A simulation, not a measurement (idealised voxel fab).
The process module that follows is named voxel gate over fins.
Shown is cross-section cut, with a width of 240 nm and square cells of size 5 nm.
We lay out every cross-section as a grid of square cells and spell it out in bands from the top down, where one band means one or more rows of cells.
For a band, the entry starts with two heights in nm, that of the top and then that of the bottom, and carries on with the band's materials in order from left to right, each alongside its width in nm; the word "all across" beside a single material means it fills the band edge to edge, and "blank" means empty space.
Height reference: 0 = level under which incoming wafer is all one material. Lowest band: no bottom, runs on downward, e.g. "0 nm and below".
The notation "30->40" denotes a width that varies across the rows of cells in the band, beginning at the first number in the top row, finishing at the second number in the bottom row, and changing by an identical amount from each row to the next.
It should be understood that the words "remained the same", when stated for a given step, signify that the cross-section underwent no change in any of its cells during that step.
The list in "Voids, fully enclosed" covers empty spaces of 8 cells or more that cannot reach the top through any open way, and it gives each as width x height at distance; the distance is from the left edge, and width, height and distance are in nm.
If you see something after the settings on a step's line, that's the simulator's own remark about that step.
"overlay nm" answers the question of how far to the right of plan the mask lay on a step that has a mask, and when it is negative the answer is to the left.
Each pair below shows a cross-section before one step and the cross-section after it, down to the lowest band that changed. The line under each pair gives the step between them, with its settings. The pairs can come from different runs of this module on the same starting wafer, so a pair continues from the pair above only where its "Prior state" says so.
[Prior state]
0 nm and below = Si all across
Voids, fully enclosed: none
[After the Step]
10 nm to 0 nm = SiN all across
Everything below 0 is unchanged.
Voids, fully enclosed: none
What was done to get from the before section above to the after section? op CONFORMAL_DEP | material SiN | thk nm 10
Prior state: unchanged from the after cross-section in the pair immediately above; refer to that figure.
[After the Step]
10 nm to 0 nm = 80 blank, 15 SiN, 45 blank, 15 SiN, 85 blank
Everything below 0 is unchanged.
Voids, fully enclosed: none
What was done to get from the before section above to the after section? op MASKED_ETCH | tone cover | mask id FINS | width nm 15 | pitch nm 60 | etch materials SiN | depth nm 10 | overlay nm 0
Prior state: unchanged from the after cross-section in the pair immediately above; refer to that figure.
[After the Step]
10 nm to 0 nm = 80 blank, 15 SiN, 45 blank, 15 SiN, 85 blank
0 nm to -40 nm = 80 blank, 15 Si, 45 blank, 15 Si, 85 blank
Everything below -40 is unchanged.
Voids, fully enclosed: none
What was done to get from the before section above to the after section? op MASKED_ETCH | tone cover | mask id FINS | width nm 15 | pitch nm 60 | etch materials Si | depth nm 40 | overlay nm 0
Prior state: unchanged from the after cross-section in the pair immediately above; refer to that figure.
[After the Step]
25 nm to 10 nm = SiO2 all across
10 nm to 0 nm = 80 SiO2, 15 SiN, 45 SiO2, 15 SiN, 85 SiO2
0 nm to -40 nm = 80 SiO2, 15 Si, 45 SiO2, 15 Si, 85 SiO2
Everything below -40 is unchanged.
Voids, fully enclosed: none
What was done to get from the before section above to the after section? op FILL_DEP | material SiO2 | thk nm 15
Prior state: unchanged from the after cross-section in the pair immediately above; refer to that figure.
[After the Step]
10 nm to 0 nm = 80 SiO2, 15 SiN, 45 SiO2, 15 SiN, 85 SiO2
Everything below 0 is unchanged.
Voids, fully enclosed: none
What was done to get from the before section above to the after section? op CMP | height nm 10
Prior state: unchanged from the after cross-section in the pair immediately above; refer to that figure.
[After the Step]
25 nm to 10 nm = 110 resist, 15 blank, 115 resist
Everything below 10 is unchanged.
Voids, fully enclosed: none
What was done to get from the before section above to the after section? op PATTERN | tone open | mask id RAIL | material resist | width nm 15 | thk nm 15 | overlay nm 0
Prior state: unchanged from the after cross-section in the pair immediately above; refer to that figure.
[After the Step]
25 nm to 10 nm = 110 resist, 15 blank, 115 resist
10 nm to 0 nm = 80 SiO2, 15 SiN, 15 SiO2, 15 blank, 15 SiO2, 15 SiN, 85 SiO2
0 nm to -35 nm = 80 SiO2, 15 Si, 15 SiO2, 15 blank, 15 SiO2, 15 Si, 85 SiO2
Everything below -35 is unchanged.
Voids, fully enclosed: none
What was done to get from the before section above to the after section? op DIRECTIONAL_ETCH | etch materials SiO2 | depth nm 45
Prior state: unchanged from the after cross-section in the pair immediately above; refer to that figure.
[After the Step]
10 nm to 0 nm = 80 SiO2, 15 SiN, 15 SiO2, 15 blank, 15 SiO2, 15 SiN, 85 SiO2
Everything below 0 is unchanged.
Voids, fully enclosed: none
What was done to get from the before section above to the after section? op STRIP | etch materials resist
Prior state: unchanged from the after cross-section in the pair immediately above; refer to that figure.
[After the Step]
15 nm to 10 nm = 115 TiN, 5 blank, 120 TiN
10 nm to 0 nm = 80 SiO2, 15 SiN, 15 SiO2, 5 TiN, 5 blank, 5 TiN, 15 SiO2, 15 SiN, 85 SiO2
0 nm to -30 nm = 80 SiO2, 15 Si, 15 SiO2, 5 TiN, 5 blank, 5 TiN, 15 SiO2, 15 Si, 85 SiO2
-30 nm to -35 nm = 80 SiO2, 15 Si, 15 SiO2, 15 TiN, 15 SiO2, 15 Si, 85 SiO2
Everything below -35 is unchanged.
Voids, fully enclosed: none
What was done to get from the before section above to the after section? op CONFORMAL_DEP | material TiN | thk nm 5
Prior state: unchanged from the after cross-section in the pair immediately above; refer to that figure.
[After the Step]
20 nm to 15 nm = W all across
15 nm to 10 nm = 115 TiN, 5 W, 120 TiN
10 nm to 0 nm = 80 SiO2, 15 SiN, 15 SiO2, 5 TiN, 5 W, 5 TiN, 15 SiO2, 15 SiN, 85 SiO2
0 nm to -30 nm = 80 SiO2, 15 Si, 15 SiO2, 5 TiN, 5 W, 5 TiN, 15 SiO2, 15 Si, 85 SiO2
Everything below -30 is unchanged.
Voids, fully enclosed: none
What was done to get from the before section above to the after section? op FILL_DEP | material W | thk nm 5
Prior state: unchanged from the after cross-section in the pair immediately above; refer to that figure.
[After the Step]
10 nm to 0 nm = 80 SiO2, 15 SiN, 15 SiO2, 5 TiN, 5 W, 5 TiN, 15 SiO2, 15 SiN, 85 SiO2
Everything below 0 is unchanged.
Voids, fully enclosed: none
What was done to get from the before section above to the after section? op CMP | height nm 10
Prior state: unchanged from the after cross-section in the pair immediately above; refer to that figure.
[After the Step]
10 nm to 0 nm = 80 SiO2, 15 SiN, 15 SiO2, 15 blank, 15 SiO2, 15 SiN, 85 SiO2
0 nm to -20 nm = 80 SiO2, 15 Si, 15 SiO2, 15 blank, 15 SiO2, 15 Si, 85 SiO2
Everything below -20 is unchanged.
Voids, fully enclosed: none
What was done to get from the before section above to the after section? op SELECTIVE_ETCH | etch materials W Ru TiN | depth nm 30
Prior state: unchanged from the after cross-section in the pair immediately above; refer to that figure.
[After the Step]
15 nm to 10 nm = SiO2 all across
10 nm to 0 nm = 80 SiO2, 15 SiN, 45 SiO2, 15 SiN, 85 SiO2
0 nm to -20 nm = 80 SiO2, 15 Si, 45 SiO2, 15 Si, 85 SiO2
Everything below -20 is unchanged.
Voids, fully enclosed: none
What was done to get from the before section above to the after section? op FILL_DEP | material SiO2 | thk nm 5
Prior state: unchanged from the after cross-section in the pair immediately above; refer to that figure.
[After the Step]
10 nm to 0 nm = 80 SiO2, 15 SiN, 45 SiO2, 15 SiN, 85 SiO2
Everything below 0 is unchanged.
Voids, fully enclosed: none
What was done to get from the before section above to the after section? op CMP | height nm 10
Prior state: unchanged from the after cross-section in the pair immediately above; refer to that figure.
[After the Step]
10 nm to 0 nm = 80 blank, 15 SiN, 45 blank, 15 SiN, 85 blank
0 nm to -15 nm = 80 blank, 15 Si, 45 blank, 15 Si, 85 blank
Everything below -15 is unchanged.
Voids, fully enclosed: none
What was done to get from the before section above to the after section? op SELECTIVE_ETCH | etch materials SiO2 | depth nm 25
Prior state: unchanged from the after cross-section in the pair immediately above; refer to that figure.
[After the Step]
0 nm to -15 nm = 80 blank, 15 Si, 45 blank, 15 Si, 85 blank
Everything below -15 is unchanged.
Voids, fully enclosed: none
What was done to get from the before section above to the after section? op STRIP | etch materials SiN
Prior state: unchanged from the after cross-section in the pair immediately above; refer to that figure.
[After the Step]
5 nm to 0 nm = 75 blank, 25 HfO2, 35 blank, 25 HfO2, 80 blank
0 nm to -10 nm = 75 blank, 5 HfO2, 15 Si, 5 HfO2, 35 blank, 5 HfO2, 15 Si, 5 HfO2, 80 blank
-10 nm to -15 nm = 80 HfO2, 15 Si, 45 HfO2, 15 Si, 85 HfO2
Everything below -15 is unchanged.
Voids, fully enclosed: none
What was done to get from the before section above to the after section? op CONFORMAL_DEP | material HfO2 | thk nm 5
Prior state: unchanged from the after cross-section in the pair immediately above; refer to that figure.
[After the Step]
10 nm to 5 nm = 70 blank, 35 TiN, 25 blank, 35 TiN, 75 blank
5 nm to 0 nm = 70 blank, 5 TiN, 25 HfO2, 5 TiN, 25 blank, 5 TiN, 25 HfO2, 5 TiN, 75 blank
0 nm to -5 nm = 70 blank, 5 TiN, 5 HfO2, 15 Si, 5 HfO2, 5 TiN, 25 blank, 5 TiN, 5 HfO2, 15 Si, 5 HfO2, 5 TiN, 75 blank
-5 nm to -10 nm = 75 TiN, 5 HfO2, 15 Si, 5 HfO2, 35 TiN, 5 HfO2, 15 Si, 5 HfO2, 80 TiN
Everything below -10 is unchanged.
Voids, fully enclosed: none
What was done to get from the before section above to the after section? op CONFORMAL_DEP | material TiN | thk nm 5
Prior state: unchanged from the after cross-section in the pair immediately above; refer to that figure.
[After the Step]
20 nm to 10 nm = W all across
10 nm to 5 nm = 70 W, 35 TiN, 25 W, 35 TiN, 75 W
5 nm to 0 nm = 70 W, 5 TiN, 25 HfO2, 5 TiN, 25 W, 5 TiN, 25 HfO2, 5 TiN, 75 W
0 nm to -5 nm = 70 W, 5 TiN, 5 HfO2, 15 Si, 5 HfO2, 5 TiN, 25 W, 5 TiN, 5 HfO2, 15 Si, 5 HfO2, 5 TiN, 75 W
Everything below -5 is unchanged.
Voids, fully enclosed: none
What was done to get from the before section above to the after section? op FILL_DEP | material W | thk nm 10
Prior state: unchanged from the after cross-section in the pair immediately above; refer to that figure.
[After the Step]
15 nm to 10 nm = W all across
Everything below 10 is unchanged.
Voids, fully enclosed: none
What was done to get from the before section above to the after section? op CMP | height nm 15
Prior state: unchanged from the after cross-section in the pair immediately above; refer to that figure.
[After the Step]
25 nm to 15 nm = SiN all across
Everything below 15 is unchanged.
Voids, fully enclosed: none
What was done to get from the before section above to the after section? op CONFORMAL_DEP | material SiN | thk nm 10
[Prior state]
0 nm to -15 nm = 80 blank, 15 Si, 45 blank, 15 Si, 85 blank
-15 nm to -20 nm = 80 SiO2, 15 Si, 45 SiO2, 15 Si, 85 SiO2
-20 nm to -30 nm = 80 SiO2, 15 Si, 15 SiO2, 5 TiN, 5 W, 5 TiN, 15 SiO2, 15 Si, 85 SiO2
-30 nm to -35 nm = 80 SiO2, 15 Si, 15 SiO2, 15 TiN, 15 SiO2, 15 Si, 85 SiO2
-35 nm to -40 nm = 80 SiO2, 15 Si, 45 SiO2, 15 Si, 85 SiO2
-40 nm and below = Si all across
Voids, fully enclosed: none
[After the Step]
5 nm to 0 nm = 75 blank, 25 TiN, 35 blank, 25 TiN, 80 blank
0 nm to -10 nm = 75 blank, 5 TiN, 15 Si, 5 TiN, 35 blank, 5 TiN, 15 Si, 5 TiN, 80 blank
-10 nm to -15 nm = 80 TiN, 15 Si, 45 TiN, 15 Si, 85 TiN
Everything below -15 is unchanged.
Voids, fully enclosed: none
What was done to get from the before section above to the after section? op CONFORMAL_DEP | material TiN | thk nm 5
Prior state: unchanged from the after cross-section in the pair immediately above; refer to that figure.
[After the Step]
15 nm to 5 nm = W all across
5 nm to 0 nm = 75 W, 25 TiN, 35 W, 25 TiN, 80 W
0 nm to -10 nm = 75 W, 5 TiN, 15 Si, 5 TiN, 35 W, 5 TiN, 15 Si, 5 TiN, 80 W
Everything below -10 is unchanged.
Voids, fully enclosed: none
What was done to get from the before section above to the after section? op FILL_DEP | material W | thk nm 10
Prior state: unchanged from the after cross-section in the pair immediately above; refer to that figure.
[After the Step]
25 nm to 15 nm = SiN all across
Everything below 15 is unchanged.
Voids, fully enclosed: none
What was done to get from the before section above to the after section? op CONFORMAL_DEP | material SiN | thk nm 10
[Prior state]
10 nm to 0 nm = 80 blank, 15 SiN, 45 blank, 15 SiN, 85 blank
0 nm to -15 nm = 80 blank, 15 Si, 45 blank, 15 Si, 85 blank
-15 nm to -20 nm = 80 SiO2, 15 Si, 45 SiO2, 15 Si, 85 SiO2
-20 nm to -30 nm = 80 SiO2, 15 Si, 15 SiO2, 5 TiN, 5 W, 5 TiN, 15 SiO2, 15 Si, 85 SiO2
-30 nm to -35 nm = 80 SiO2, 15 Si, 15 SiO2, 15 TiN, 15 SiO2, 15 Si, 85 SiO2
-35 nm to -40 nm = 80 SiO2, 15 Si, 45 SiO2, 15 Si, 85 SiO2
-40 nm and below = Si all across
Voids, fully enclosed: none
[After the Step]
10 nm to 0 nm = 80 blank, 15 SiN, 45 blank, 15 SiN, 85 blank
0 nm to -20 nm = 80 blank, 15 Si, 45 blank, 15 Si, 85 blank
-20 nm to -30 nm = 80 blank, 15 Si, 15 blank, 5 TiN, 5 W, 5 TiN, 15 blank, 15 Si, 85 blank
-30 nm to -35 nm = 80 blank, 15 Si, 15 blank, 15 TiN, 15 blank, 15 Si, 85 blank
-35 nm to -40 nm = 80 blank, 15 Si, 20 blank, 5 SiO2, 20 blank, 15 Si, 85 blank
Everything below -40 is unchanged.
Voids, fully enclosed: none
What was done to get from the before section above to the after section? op SELECTIVE_ETCH | etch materials SiO2 | depth nm 25
Prior state: unchanged from the after cross-section in the pair immediately above; refer to that figure.
[After the Step]
0 nm to -20 nm = 80 blank, 15 Si, 45 blank, 15 Si, 85 blank
Everything below -20 is unchanged.
Voids, fully enclosed: none
What was done to get from the before section above to the after section? op STRIP | etch materials SiN
Prior state: unchanged from the after cross-section in the pair immediately above; refer to that figure.
[After the Step]
5 nm to 0 nm = 75 blank, 25 HfO2, 35 blank, 25 HfO2, 80 blank
0 nm to -15 nm = 75 blank, 5 HfO2, 15 Si, 5 HfO2, 35 blank, 5 HfO2, 15 Si, 5 HfO2, 80 blank
-15 nm to -20 nm = 75 blank, 5 HfO2, 15 Si, 5 HfO2, 5 blank, 25 HfO2, 5 blank, 5 HfO2, 15 Si, 5 HfO2, 80 blank
-20 nm to -30 nm = 75 blank, 5 HfO2, 15 Si, 5 HfO2, 5 blank, 5 HfO2, 5 TiN, 5 W, 5 TiN, 5 HfO2, 5 blank, 5 HfO2, 15 Si, 5 HfO2, 80 blank
-30 nm to -35 nm = 75 blank, 5 HfO2, 15 Si, 5 HfO2, 5 blank, 5 HfO2, 15 TiN, 5 HfO2, 5 blank, 5 HfO2, 15 Si, 5 HfO2, 80 blank
-35 nm to -40 nm = 80 HfO2, 15 Si, 20 HfO2, 5 SiO2, 20 HfO2, 15 Si, 85 HfO2
Everything below -40 is unchanged.
Voids, fully enclosed: none
What was done to get from the before section above to the after section? op CONFORMAL_DEP | material HfO2 | thk nm 5
Prior state: unchanged from the after cross-section in the pair immediately above; refer to that figure.
[After the Step]
10 nm to 5 nm = 70 blank, 35 TiN, 25 blank, 35 TiN, 75 blank
5 nm to 0 nm = 70 blank, 5 TiN, 25 HfO2, 5 TiN, 25 blank, 5 TiN, 25 HfO2, 5 TiN, 75 blank
0 nm to -10 nm = 70 blank, 5 TiN, 5 HfO2, 15 Si, 5 HfO2, 5 TiN, 25 blank, 5 TiN, 5 HfO2, 15 Si, 5 HfO2, 5 TiN, 75 blank
-10 nm to -15 nm = 70 blank, 5 TiN, 5 HfO2, 15 Si, 5 HfO2, 35 TiN, 5 HfO2, 15 Si, 5 HfO2, 5 TiN, 75 blank
-15 nm to -20 nm = 70 blank, 5 TiN, 5 HfO2, 15 Si, 5 HfO2, 5 TiN, 25 HfO2, 5 TiN, 5 HfO2, 15 Si, 5 HfO2, 5 TiN, 75 blank
-20 nm to -30 nm = 70 blank, 5 TiN, 5 HfO2, 15 Si, 5 HfO2, 5 TiN, 5 HfO2, 5 TiN, 5 W, 5 TiN, 5 HfO2, 5 TiN, 5 HfO2, 15 Si, 5 HfO2, 5 TiN, 75 blank
-30 nm to -35 nm = 75 TiN, 5 HfO2, 15 Si, 5 HfO2, 5 TiN, 5 HfO2, 15 TiN, 5 HfO2, 5 TiN, 5 HfO2, 15 Si, 5 HfO2, 80 TiN
Everything below -35 is unchanged.
Voids, fully enclosed: none
What was done to get from the before section above to the after section? op CONFORMAL_DEP | material TiN | thk nm 5
Prior state: unchanged from the after cross-section in the pair immediately above; refer to that figure.
[After the Step]
20 nm to 10 nm = W all across
10 nm to 5 nm = 70 W, 35 TiN, 25 W, 35 TiN, 75 W
5 nm to 0 nm = 70 W, 5 TiN, 25 HfO2, 5 TiN, 25 W, 5 TiN, 25 HfO2, 5 TiN, 75 W
0 nm to -10 nm = 70 W, 5 TiN, 5 HfO2, 15 Si, 5 HfO2, 5 TiN, 25 W, 5 TiN, 5 HfO2, 15 Si, 5 HfO2, 5 TiN, 75 W
-10 nm to -15 nm = 70 W, 5 TiN, 5 HfO2, 15 Si, 5 HfO2, 35 TiN, 5 HfO2, 15 Si, 5 HfO2, 5 TiN, 75 W
-15 nm to -20 nm = 70 W, 5 TiN, 5 HfO2, 15 Si, 5 HfO2, 5 TiN, 25 HfO2, 5 TiN, 5 HfO2, 15 Si, 5 HfO2, 5 TiN, 75 W
-20 nm to -30 nm = 70 W, 5 TiN, 5 HfO2, 15 Si, 5 HfO2, 5 TiN, 5 HfO2, 5 TiN, 5 W, 5 TiN, 5 HfO2, 5 TiN, 5 HfO2, 15 Si, 5 HfO2, 5 TiN, 75 W
Everything below -30 is unchanged.
Voids, fully enclosed: none
What was done to get from the before section above to the after section? op FILL_DEP | material W | thk nm 10
Prior state: unchanged from the after cross-section in the pair immediately above; refer to that figure.
[After the Step]
15 nm to 10 nm = W all across
Everything below 10 is unchanged.
Voids, fully enclosed: none
What was done to get from the before section above to the after section? op CMP | height nm 15
Prior state: unchanged from the after cross-section in the pair immediately above; refer to that figure.
[After the Step]
25 nm to 15 nm = SiN all across
Everything below 15 is unchanged.
Voids, fully enclosed: none
What was done to get from the before section above to the after section? op CONFORMAL_DEP | material SiN | thk nm 10
[Prior state]
5 nm to 0 nm = 75 blank, 25 TiN, 35 blank, 25 TiN, 80 blank
0 nm to -10 nm = 75 blank, 5 TiN, 15 Si, 5 TiN, 35 blank, 5 TiN, 15 Si, 5 TiN, 80 blank
-10 nm to -15 nm = 80 TiN, 15 Si, 45 TiN, 15 Si, 85 TiN
-15 nm to -20 nm = 80 SiO2, 15 Si, 45 SiO2, 15 Si, 85 SiO2
-20 nm to -30 nm = 80 SiO2, 15 Si, 15 SiO2, 5 TiN, 5 W, 5 TiN, 15 SiO2, 15 Si, 85 SiO2
-30 nm to -35 nm = 80 SiO2, 15 Si, 15 SiO2, 15 TiN, 15 SiO2, 15 Si, 85 SiO2
-35 nm to -40 nm = 80 SiO2, 15 Si, 45 SiO2, 15 Si, 85 SiO2
-40 nm and below = Si all across
Voids, fully enclosed: none
[After the Step]
10 nm to 5 nm = 70 blank, 35 HfO2, 25 blank, 35 HfO2, 75 blank
5 nm to 0 nm = 70 blank, 5 HfO2, 25 TiN, 5 HfO2, 25 blank, 5 HfO2, 25 TiN, 5 HfO2, 75 blank
0 nm to -5 nm = 70 blank, 5 HfO2, 5 TiN, 15 Si, 5 TiN, 5 HfO2, 25 blank, 5 HfO2, 5 TiN, 15 Si, 5 TiN, 5 HfO2, 75 blank
-5 nm to -10 nm = 75 HfO2, 5 TiN, 15 Si, 5 TiN, 35 HfO2, 5 TiN, 15 Si, 5 TiN, 80 HfO2
Everything below -10 is unchanged.
Voids, fully enclosed: none
What was done to get from the before section above to the after section? op CONFORMAL_DEP | material HfO2 | thk nm 5
Prior state: unchanged from the after cross-section in the pair immediately above; refer to that figure.
[After the Step]
20 nm to 10 nm = W all across
10 nm to 5 nm = 70 W, 35 HfO2, 25 W, 35 HfO2, 75 W
5 nm to 0 nm = 70 W, 5 HfO2, 25 TiN, 5 HfO2, 25 W, 5 HfO2, 25 TiN, 5 HfO2, 75 W
0 nm to -5 nm = 70 W, 5 HfO2, 5 TiN, 15 Si, 5 TiN, 5 HfO2, 25 W, 5 HfO2, 5 TiN, 15 Si, 5 TiN, 5 HfO2, 75 W
Everything below -5 is unchanged.
Voids, fully enclosed: none
What was done to get from the before section above to the after section? op FILL_DEP | material W | thk nm 10
Prior state: unchanged from the after cross-section in the pair immediately above; refer to that figure.
[After the Step]
15 nm to 10 nm = W all across
Everything below 10 is unchanged.
Voids, fully enclosed: none
What was done to get from the before section above to the after section? op CMP | height nm 15
Prior state: unchanged from the after cross-section in the pair immediately above; refer to that figure.
[After the Step]
25 nm to 15 nm = SiN all across
Everything below 15 is unchanged.
Voids, fully enclosed: none
What was done to get from the before section above to the after section? op CONFORMAL_DEP | material SiN | thk nm 10
[Prior state]
10 nm to 0 nm = 80 blank, 15 SiN, 45 blank, 15 SiN, 85 blank
0 nm and below = Si all across
Voids, fully enclosed: none
[After the Step]
10 nm to 0 nm = 80 blank, 15 SiN, 45 blank, 15 SiN, 85 blank
0 nm to -35 nm = 80 blank, 15 Si, 45 blank, 15 Si, 85 blank
Everything below -35 is unchanged.
Voids, fully enclosed: none
What was done to get from the before section above to the after section? op MASKED_ETCH | tone cover | mask id FINS | width nm 15 | pitch nm 60 | etch materials Si | depth nm 35 | overlay nm 0
Prior state: unchanged from the after cross-section in the pair immediately above; refer to that figure.
[After the Step]
25 nm to 10 nm = SiO2 all across
10 nm to 0 nm = 80 SiO2, 15 SiN, 45 SiO2, 15 SiN, 85 SiO2
0 nm to -35 nm = 80 SiO2, 15 Si, 45 SiO2, 15 Si, 85 SiO2
Everything below -35 is unchanged.
Voids, fully enclosed: none
What was done to get from the before section above to the after section? op FILL_DEP | material SiO2 | thk nm 15
Prior state: unchanged from the after cross-section in the pair immediately above; refer to that figure.
[After the Step]
10 nm to 0 nm = 80 SiO2, 15 SiN, 45 SiO2, 15 SiN, 85 SiO2
Everything below 0 is unchanged.
Voids, fully enclosed: none
What was done to get from the before section above to the after section? op CMP | height nm 10
Prior state: unchanged from the after cross-section in the pair immediately above; refer to that figure.
[After the Step]
25 nm to 10 nm = 110 resist, 15 blank, 115 resist
Everything below 10 is unchanged.
Voids, fully enclosed: none
What was done to get from the before section above to the after section? op PATTERN | tone open | mask id RAIL | material resist | width nm 15 | thk nm 15 | overlay nm 0
Prior state: unchanged from the after cross-section in the pair immediately above; refer to that figure.
[After the Step]
25 nm to 10 nm = 110 resist, 15 blank, 115 resist
10 nm to 0 nm = 80 SiO2, 15 SiN, 15 SiO2, 15 blank, 15 SiO2, 15 SiN, 85 SiO2
0 nm to -35 nm = 80 SiO2, 15 Si, 15 SiO2, 15 blank, 15 SiO2, 15 Si, 85 SiO2
Everything below -35 is unchanged.
Voids, fully enclosed: none
What was done to get from the before section above to the after section? op DIRECTIONAL_ETCH | etch materials SiO2 | depth nm 45
Prior state: unchanged from the after cross-section in the pair immediately above; refer to that figure.
[After the Step]
10 nm to 0 nm = 80 SiO2, 15 SiN, 15 SiO2, 15 blank, 15 SiO2, 15 SiN, 85 SiO2
Everything below 0 is unchanged.
Voids, fully enclosed: none
What was done to get from the before section above to the after section? op STRIP | etch materials resist
Prior state: unchanged from the after cross-section in the pair immediately above; refer to that figure.
[After the Step]
15 nm to 10 nm = 115 TiN, 5 blank, 120 TiN
10 nm to 0 nm = 80 SiO2, 15 SiN, 15 SiO2, 5 TiN, 5 blank, 5 TiN, 15 SiO2, 15 SiN, 85 SiO2
0 nm to -30 nm = 80 SiO2, 15 Si, 15 SiO2, 5 TiN, 5 blank, 5 TiN, 15 SiO2, 15 Si, 85 SiO2
-30 nm to -35 nm = 80 SiO2, 15 Si, 15 SiO2, 15 TiN, 15 SiO2, 15 Si, 85 SiO2
Everything below -35 is unchanged.
Voids, fully enclosed: none
What was done to get from the before section above to the after section? op CONFORMAL_DEP | material TiN | thk nm 5
Prior state: unchanged from the after cross-section in the pair immediately above; refer to that figure.
[After the Step]
20 nm to 15 nm = W all across
15 nm to 10 nm = 115 TiN, 5 W, 120 TiN
10 nm to 0 nm = 80 SiO2, 15 SiN, 15 SiO2, 5 TiN, 5 W, 5 TiN, 15 SiO2, 15 SiN, 85 SiO2
0 nm to -30 nm = 80 SiO2, 15 Si, 15 SiO2, 5 TiN, 5 W, 5 TiN, 15 SiO2, 15 Si, 85 SiO2
Everything below -30 is unchanged.
Voids, fully enclosed: none
What was done to get from the before section above to the after section? op FILL_DEP | material W | thk nm 5
Prior state: unchanged from the after cross-section in the pair immediately above; refer to that figure.
[After the Step]
10 nm to 0 nm = 80 SiO2, 15 SiN, 15 SiO2, 5 TiN, 5 W, 5 TiN, 15 SiO2, 15 SiN, 85 SiO2
Everything below 0 is unchanged.
Voids, fully enclosed: none
What was done to get from the before section above to the after section? op CMP | height nm 10
Prior state: unchanged from the after cross-section in the pair immediately above; refer to that figure.
[After the Step]
10 nm to 0 nm = 80 SiO2, 15 SiN, 15 SiO2, 15 blank, 15 SiO2, 15 SiN, 85 SiO2
0 nm to -20 nm = 80 SiO2, 15 Si, 15 SiO2, 15 blank, 15 SiO2, 15 Si, 85 SiO2
Everything below -20 is unchanged.
Voids, fully enclosed: none
What was done to get from the before section above to the after section? op SELECTIVE_ETCH | etch materials W Ru TiN | depth nm 30
Prior state: unchanged from the after cross-section in the pair immediately above; refer to that figure.
[After the Step]
15 nm to 10 nm = SiO2 all across
10 nm to 0 nm = 80 SiO2, 15 SiN, 45 SiO2, 15 SiN, 85 SiO2
0 nm to -20 nm = 80 SiO2, 15 Si, 45 SiO2, 15 Si, 85 SiO2
Everything below -20 is unchanged.
Voids, fully enclosed: none
What was done to get from the before section above to the after section? op FILL_DEP | material SiO2 | thk nm 5
Prior state: unchanged from the after cross-section in the pair immediately above; refer to that figure.
[After the Step]
10 nm to 0 nm = 80 SiO2, 15 SiN, 45 SiO2, 15 SiN, 85 SiO2
Everything below 0 is unchanged.
Voids, fully enclosed: none
What was done to get from the before section above to the after section? op CMP | height nm 10
Prior state: unchanged from the after cross-section in the pair immediately above; refer to that figure.
[After the Step]
10 nm to 0 nm = 80 blank, 15 SiN, 45 blank, 15 SiN, 85 blank
0 nm to -15 nm = 80 blank, 15 Si, 45 blank, 15 Si, 85 blank
Everything below -15 is unchanged.
Voids, fully enclosed: none
What was done to get from the before section above to the after section? op SELECTIVE_ETCH | etch materials SiO2 | depth nm 25
Prior state: unchanged from the after cross-section in the pair immediately above; refer to that figure.
[After the Step]
0 nm to -15 nm = 80 blank, 15 Si, 45 blank, 15 Si, 85 blank
Everything below -15 is unchanged.
Voids, fully enclosed: none
What was done to get from the before section above to the after section? op STRIP | etch materials SiN
Prior state: unchanged from the after cross-section in the pair immediately above; refer to that figure.
[After the Step]
5 nm to 0 nm = 75 blank, 25 HfO2, 35 blank, 25 HfO2, 80 blank
0 nm to -10 nm = 75 blank, 5 HfO2, 15 Si, 5 HfO2, 35 blank, 5 HfO2, 15 Si, 5 HfO2, 80 blank
-10 nm to -15 nm = 80 HfO2, 15 Si, 45 HfO2, 15 Si, 85 HfO2
Everything below -15 is unchanged.
Voids, fully enclosed: none
What was done to get from the before section above to the after section? op CONFORMAL_DEP | material HfO2 | thk nm 5
Prior state: unchanged from the after cross-section in the pair immediately above; refer to that figure.
[After the Step]
10 nm to 5 nm = 70 blank, 35 TiN, 25 blank, 35 TiN, 75 blank
5 nm to 0 nm = 70 blank, 5 TiN, 25 HfO2, 5 TiN, 25 blank, 5 TiN, 25 HfO2, 5 TiN, 75 blank
0 nm to -5 nm = 70 blank, 5 TiN, 5 HfO2, 15 Si, 5 HfO2, 5 TiN, 25 blank, 5 TiN, 5 HfO2, 15 Si, 5 HfO2, 5 TiN, 75 blank
-5 nm to -10 nm = 75 TiN, 5 HfO2, 15 Si, 5 HfO2, 35 TiN, 5 HfO2, 15 Si, 5 HfO2, 80 TiN
Everything below -10 is unchanged.
Voids, fully enclosed: none
What was done to get from the before section above to the after section? op CONFORMAL_DEP | material TiN | thk nm 5
Prior state: unchanged from the after cross-section in the pair immediately above; refer to that figure.
[After the Step]
20 nm to 10 nm = W all across
10 nm to 5 nm = 70 W, 35 TiN, 25 W, 35 TiN, 75 W
5 nm to 0 nm = 70 W, 5 TiN, 25 HfO2, 5 TiN, 25 W, 5 TiN, 25 HfO2, 5 TiN, 75 W
0 nm to -5 nm = 70 W, 5 TiN, 5 HfO2, 15 Si, 5 HfO2, 5 TiN, 25 W, 5 TiN, 5 HfO2, 15 Si, 5 HfO2, 5 TiN, 75 W
Everything below -5 is unchanged.
Voids, fully enclosed: none
What was done to get from the before section above to the after section? op FILL_DEP | material W | thk nm 10
Prior state: unchanged from the after cross-section in the pair immediately above; refer to that figure.
[After the Step]
15 nm to 10 nm = W all across
Everything below 10 is unchanged.
Voids, fully enclosed: none
What was done to get from the before section above to the after section? op CMP | height nm 15
Prior state: unchanged from the after cross-section in the pair immediately above; refer to that figure.
[After the Step]
25 nm to 15 nm = SiN all across
Everything below 15 is unchanged.
Voids, fully enclosed: none
What was done to get from the before section above to the after section? op CONFORMAL_DEP | material SiN | thk nm 10
[Prior state]
10 nm to 0 nm = 80 SiO2, 15 SiN, 45 SiO2, 15 SiN, 85 SiO2
0 nm to -40 nm = 80 SiO2, 15 Si, 45 SiO2, 15 Si, 85 SiO2
-40 nm and below = Si all across
Voids, fully enclosed: none
[After the Step]
25 nm to 10 nm = 110 resist, 20 blank, 110 resist
Everything below 10 is unchanged.
Voids, fully enclosed: none
What was done to get from the before section above to the after section? op PATTERN | tone open | mask id RAIL | material resist | width nm 20 | thk nm 15 | overlay nm 0
Prior state: unchanged from the after cross-section in the pair immediately above; refer to that figure.
[After the Step]
25 nm to 10 nm = 110 resist, 20 blank, 110 resist
10 nm to 0 nm = 80 SiO2, 15 SiN, 15 SiO2, 20 blank, 10 SiO2, 15 SiN, 85 SiO2
0 nm to -35 nm = 80 SiO2, 15 Si, 15 SiO2, 20 blank, 10 SiO2, 15 Si, 85 SiO2
Everything below -35 is unchanged.
Voids, fully enclosed: none
What was done to get from the before section above to the after section? op DIRECTIONAL_ETCH | etch materials SiO2 | depth nm 45
Prior state: unchanged from the after cross-section in the pair immediately above; refer to that figure.
[After the Step]
10 nm to 0 nm = 80 SiO2, 15 SiN, 15 SiO2, 20 blank, 10 SiO2, 15 SiN, 85 SiO2
Everything below 0 is unchanged.
Voids, fully enclosed: none
What was done to get from the before section above to the after section? op STRIP | etch materials resist
